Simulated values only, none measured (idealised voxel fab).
Process module under the name voxel capacitor over wiring
The cross-section on display is named cut; it measures 150 nm wide, and its cells are 5 nm squares.
When this document writes out a cross-section, it uses a grid of square cells and lists it as bands, beginning at the top and moving down, with a band standing for one or more rows of cells. For a band, the entry starts with two heights in nm, that of the top and then that of the bottom, and carries on with the band's materials in order from left to right, each alongside its width in nm; the word "edge to edge" beside a single material means it fills the band edge to edge, and "air" means empty space. Basically, 0 is our baseline, since under it the wafer straight out of the box is all one material. The bottom band has no lower end and keeps on going down, so it looks like "0..down". A two-number width, for instance "30->40", indicates that the width is equal to the first number in the top row of the band and to the second number in the bottom row, and that it changes by a constant amount per row of cells. Reading "no change" for a step: not a cell of the cross-section changed in it. Closed empty spaces (no open way to the top) of 8 cells or more are what "Encapsulated voids" lists, each as width x height at distance from the left edge, nm for all three. It should be noted that, on the line of a given step, the content following the step's settings is a remark produced by the simulator itself with respect to that step. For masked steps, "overlay nm" on the step line gives how far right of plan the mask actually lay; a minus sign means it lay to the left.

# Steps in the process plan
1. op RECEIVE | material Si
2. op CONFORMAL_DEP | material SiO2 | thk nm 15
3. op DIRECTIONAL_DEP | material TiN | thk nm 5
4. op DIRECTIONAL_DEP | material Ru | thk nm 10
5. op MASKED_ETCH | tone cover | mask id METAL_1 | width nm 20 | pitch nm 75 | etch materials Ru | depth nm 15 | overlay nm 0
6. op MASKED_ETCH | tone cover | mask id METAL_1 | width nm 20 | pitch nm 75 | etch materials TiN | depth nm 5 | overlay nm 0
7. op FILL_DEP | material lowk | thk nm 5
8. op CMP | height nm 35
9. op CONFORMAL_DEP | material SiCN | thk nm 5
10. op DIRECTIONAL_DEP | material SiO2 | thk nm 10
11. op DIRECTIONAL_DEP | material aC | thk nm 10
12. op PATTERN | tone open | mask id PLUG_1 | material resist | width nm 15 | thk nm 30 | overlay nm 0
13. op DIRECTIONAL_ETCH | etch materials aC | depth nm 10
14. op STRIP | etch materials resist
15. op DIRECTIONAL_ETCH | etch materials SiO2 | depth nm 10
16. op DIRECTIONAL_ETCH | etch materials SiCN | depth nm 5
17. op STRIP | etch materials aC
18. op EPI | material Ru | thk nm 10
19. op EPI | material Ru | thk nm 5
20. op DIRECTIONAL_DEP | material TiN | thk nm 10
21. op DIRECTIONAL_DEP | material Al2O3 | thk nm 5
22. op DIRECTIONAL_DEP | material TiN | thk nm 5
23. op DIRECTIONAL_DEP | material aC | thk nm 10
24. op PATTERN | tone cover | mask id UPPER_PLATE | material resist | width nm 60 | thk nm 25 | overlay nm 0
25. op DIRECTIONAL_ETCH | etch materials aC | depth nm 10
26. op STRIP | etch materials resist
27. op DIRECTIONAL_ETCH | etch materials TiN | depth nm 5
28. op DIRECTIONAL_ETCH | etch materials Al2O3 | depth nm 5
29. op STRIP | etch materials aC
30. op DIRECTIONAL_DEP | material aC | thk nm 15
31. op PATTERN | tone cover | mask id LOWER_PLATE | material resist | width nm 70 | thk nm 30 | overlay nm 0
32. op DIRECTIONAL_ETCH | etch materials aC | depth nm 15
33. op STRIP | etch materials resist
34. op DIRECTIONAL_ETCH | etch materials TiN | depth nm 10
35. op STRIP | etch materials aC
36. op FILL_DEP | material SiO2 | thk nm 20
37. op CMP | height nm 85
38. op MASKED_ETCH | tone open | mask id PLUG_2 | width nm 15 | etch materials SiO2 | depth nm 15 | overlay nm 0
39. op CONFORMAL_DEP | material TiN | thk nm 5
40. op FILL_DEP | material W | thk nm 10
41. op CMP | height nm 85
42. op CONFORMAL_DEP | material SiN | thk nm 5
The plan shows the thk nm of step 4 as the first wafer had it; this setting differs between the wafers, which start out alike.

# So this is the first of several wafers, cross-sectioned as it came to us, meaning it's at the end of step 1
  0..down  Si edge to edge
  Encapsulated voids: none

# What follows is a table in which each wafer occupies a row; for the wafer as it stands at the close of the module, the row states, material by material, how many cells have been gained (+) or lost (-) since receipt, and then gives its closed voids
thk nm 10; +12 Al2O3; +16 Ru; +27 SiCN; +30 SiN; +302 SiO2; +55 TiN; +2 W; +96 lowk; Encapsulated voids: none
thk nm 15; +12 Al2O3; +33 Ru; +27 SiCN; +30 SiN; +293 SiO2; +55 TiN; +2 W; +88 lowk; Encapsulated voids: none
thk nm 20; +12 Al2O3; +55 Ru; +27 SiCN; +30 SiN; +293 SiO2; +77 TiN; +2 W; +44 lowk; Encapsulated voids: none
thk nm 25; +12 Al2O3; +77 Ru; +27 SiCN; +30 SiN; +293 SiO2; +77 TiN; +2 W; +22 lowk; Encapsulated voids: none
thk nm 30; +12 Al2O3; +99 Ru; +27 SiCN; +30 SiN; +293 SiO2; +77 TiN; +2 W; Encapsulated voids: none
